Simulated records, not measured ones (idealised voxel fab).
Process module name: voxel capacitor over wiring
Shown is cross-section cut, with a width of 230 nm and square cells of size 5 nm.
In what follows, cross-sections appear as grids of square cells, described through bands that run from the top down, where every band is one or more rows of cells. This entry defines a band. It first specifies the height of the band's top and the height of its bottom in nm, and then specifies the band's materials from left to right, stating each material with its width in nm. The word "edge to edge" identifies a single material that fills the band from edge to edge, while the word "air" identifies empty space. We count height from 0. Below that, the starting wafer is all one material. The lowest band never ends at the bottom but goes on down; see "0 -> down" for how that is written. The width entry "30->40" should be interpreted row by row: the top row of cells in the band takes the first number, the bottom row takes the second number, and the change between adjacent rows is uniform throughout. Where the words "same as before" appear for a step, the cross-section shows no cell changed by that step; every cell remained as before. Reported under the label "Trapped cavities" are the empty spaces having no open way to the top and comprising 8 cells or more; the notation for each is width x height at distance, in which the distance is measured from the left edge and all three values are in nm. Read whatever lies past the settings on a step's line as the simulator's own remark about the step. A step's line can hold "overlay nm"; with a mask on that step, the setting says how far right of the planned place the mask lay, while a negative setting says it lay to the left.

## Steps planned for the process
| 1 | RECEIVE | material Si |
| 2 | CONFORMAL_DEP | material SiO2 | thk nm 15 |
| 3 | CONFORMAL_DEP | material SiCN | thk nm 5 |
| 4 | DIRECTIONAL_DEP | material lowk | thk nm 25 |
| 5 | DIRECTIONAL_DEP | material aC | thk nm 15 |
| 6 | PATTERN | tone open | mask id METAL_1 | material resist | width nm 25 | pitch nm 95 | thk nm 35 | overlay nm 0 |
| 7 | DIRECTIONAL_ETCH | etch materials aC | depth nm 15 |
| 8 | STRIP | etch materials resist |
| 9 | DIRECTIONAL_ETCH | etch materials lowk | depth nm 25 |
| 10 | DIRECTIONAL_ETCH | etch materials SiCN | depth nm 5 |
| 11 | STRIP | etch materials aC |
| 12 | CONFORMAL_DEP | material TiN | thk nm 5 |
| 13 | FILL_DEP | material Ru | thk nm 5 |
| 14 | CMP | height nm 45 |
| 15 | CONFORMAL_DEP | material SiCN | thk nm 5 |
| 16 | DIRECTIONAL_DEP | material lowk | thk nm 15 |
| 17 | DIRECTIONAL_DEP | material aC | thk nm 15 |
| 18 | PATTERN | tone open | mask id PLUG_1 | material resist | width nm 15 | thk nm 30 | overlay nm 0 |
| 19 | DIRECTIONAL_ETCH | etch materials aC | depth nm 15 |
| 20 | STRIP | etch materials resist |
| 21 | DIRECTIONAL_ETCH | etch materials lowk | depth nm 15 |
| 22 | DIRECTIONAL_ETCH | etch materials SiCN | depth nm 5 |
| 23 | STRIP | etch materials aC |
| 24 | CONFORMAL_DEP | material TiN | thk nm 5 |
| 25 | FILL_DEP | material W | thk nm 5 |
| 26 | CMP | height nm 65 |
| 27 | DIRECTIONAL_DEP | material TiN | thk nm 5 |
| 28 | DIRECTIONAL_DEP | material Al2O3 | thk nm 5 |
| 29 | DIRECTIONAL_DEP | material TiN | thk nm 5 |
| 30 | DIRECTIONAL_DEP | material aC | thk nm 5 |
| 31 | PATTERN | tone cover | mask id UPPER_PLATE | material resist | width nm 75 | thk nm 30 | overlay nm 0 |
| 32 | DIRECTIONAL_ETCH | etch materials aC | depth nm 10 |
| 33 | STRIP | etch materials resist |
| 34 | DIRECTIONAL_ETCH | etch materials TiN | depth nm 5 |
| 35 | DIRECTIONAL_ETCH | etch materials Al2O3 | depth nm 5 |
| 36 | STRIP | etch materials aC |
| 37 | MASKED_ETCH | tone cover | mask id LOWER_PLATE | width nm 85 | etch materials TiN | depth nm 5 | overlay nm 0 |
| 38 | FILL_DEP | material SiO2 | thk nm 20 |
| 39 | CMP | height nm 95 |
| 40 | PATTERN | tone open | mask id PLUG_2 | material resist | width nm 15 | thk nm 15 | overlay nm 0 |
| 41 | DIRECTIONAL_ETCH | etch materials SiO2 | depth nm 15 |
| 42 | STRIP | etch materials resist |
| 43 | CONFORMAL_DEP | material TiN | thk nm 5 |
| 44 | FILL_DEP | material Cu | thk nm 5 |
| 45 | CMP | height nm 95 |
| 46 | CONFORMAL_DEP | material SiCN | thk nm 5 |
Where the wafers of this document differ is in the thk nm of step 30; they start out the same, and the plan states the value that applied to the first wafer.

## After step 1, as received: first of several wafers, cross-section
0 -> down  Si edge to edge
Trapped cavities: none

## Cross-section of the first of several wafers once the module has run through its last step, step 46
100 -> 95  SiCN edge to edge
95 -> 85  SiO2 75 nm / TiN 5 nm / Cu 5 nm / TiN 5 nm / SiO2 140 nm
85 -> 75  SiO2 75->65 nm / TiN 15->75 nm / SiO2 140->90 nm
75 -> 70  SiO2 65 nm / Al2O3 75 nm / SiO2 90 nm
70 -> 65  SiO2 60 nm / TiN 85 nm / SiO2 85 nm
65 -> 50  lowk 65 nm / TiN 5 nm / W 5 nm / TiN 5 nm / lowk 150 nm
50 -> 45  SiCN 65 nm / TiN 15 nm / SiCN 150 nm
45 -> 20  lowk 55 nm / TiN 5 nm / Ru 15 nm / TiN 5 nm / lowk 70 nm / TiN 5 nm / Ru 15 nm / TiN 5 nm / lowk 55 nm
20 -> 15  SiCN 55 nm / TiN 25 nm / SiCN 70 nm / TiN 25 nm / SiCN 55 nm
15 -> 0  SiO2 edge to edge
0 -> down  Si edge to edge
Trapped cavities: none

## So this is the cross-section on the last wafer at the end of the module
100 -> 95  SiCN edge to edge
95 -> 85  SiO2 75 nm / TiN 5 nm / Cu 5 nm / TiN 5 nm / SiO2 140 nm
85 -> 75  SiO2 75->60 nm / TiN 15->85 nm / SiO2 140->85 nm
75 -> 70  Al2O3 edge to edge
70 -> 65  TiN edge to edge
65 -> 50  lowk 65 nm / TiN 5 nm / W 5 nm / TiN 5 nm / lowk 150 nm
50 -> 45  SiCN 65 nm / TiN 15 nm / SiCN 150 nm
45 -> 20  lowk 55 nm / TiN 5 nm / Ru 15 nm / TiN 5 nm / lowk 70 nm / TiN 5 nm / Ru 15 nm / TiN 5 nm / lowk 55 nm
20 -> 15  SiCN 55 nm / TiN 25 nm / SiCN 70 nm / TiN 25 nm / SiCN 55 nm
15 -> 0  SiO2 edge to edge
0 -> down  Si edge to edge
Trapped cavities: none

## each wafer at the end: cells of each material gained (+) or lost (-) since it was received, then its closed voids
thk nm 5, +15 Al2O3, +2 Cu, +30 Ru, +125 SiCN, +358 SiO2, +78 TiN, +3 W, +309 lowk, Trapped cavities: none
thk nm 10, +15 Al2O3, +2 Cu, +30 Ru, +125 SiCN, +358 SiO2, +78 TiN, +3 W, +309 lowk, Trapped cavities: none
thk nm 15, +46 Al2O3, +2 Cu, +30 Ru, +125 SiCN, +296 SiO2, +109 TiN, +3 W, +309 lowk, Trapped cavities: none
thk nm 20, +46 Al2O3, +2 Cu, +30 Ru, +125 SiCN, +296 SiO2, +109 TiN, +3 W, +309 lowk, Trapped cavities: none
thk nm 25, +46 Al2O3, +2 Cu, +30 Ru, +125 SiCN, +296 SiO2, +109 TiN, +3 W, +309 lowk, Trapped cavities: none
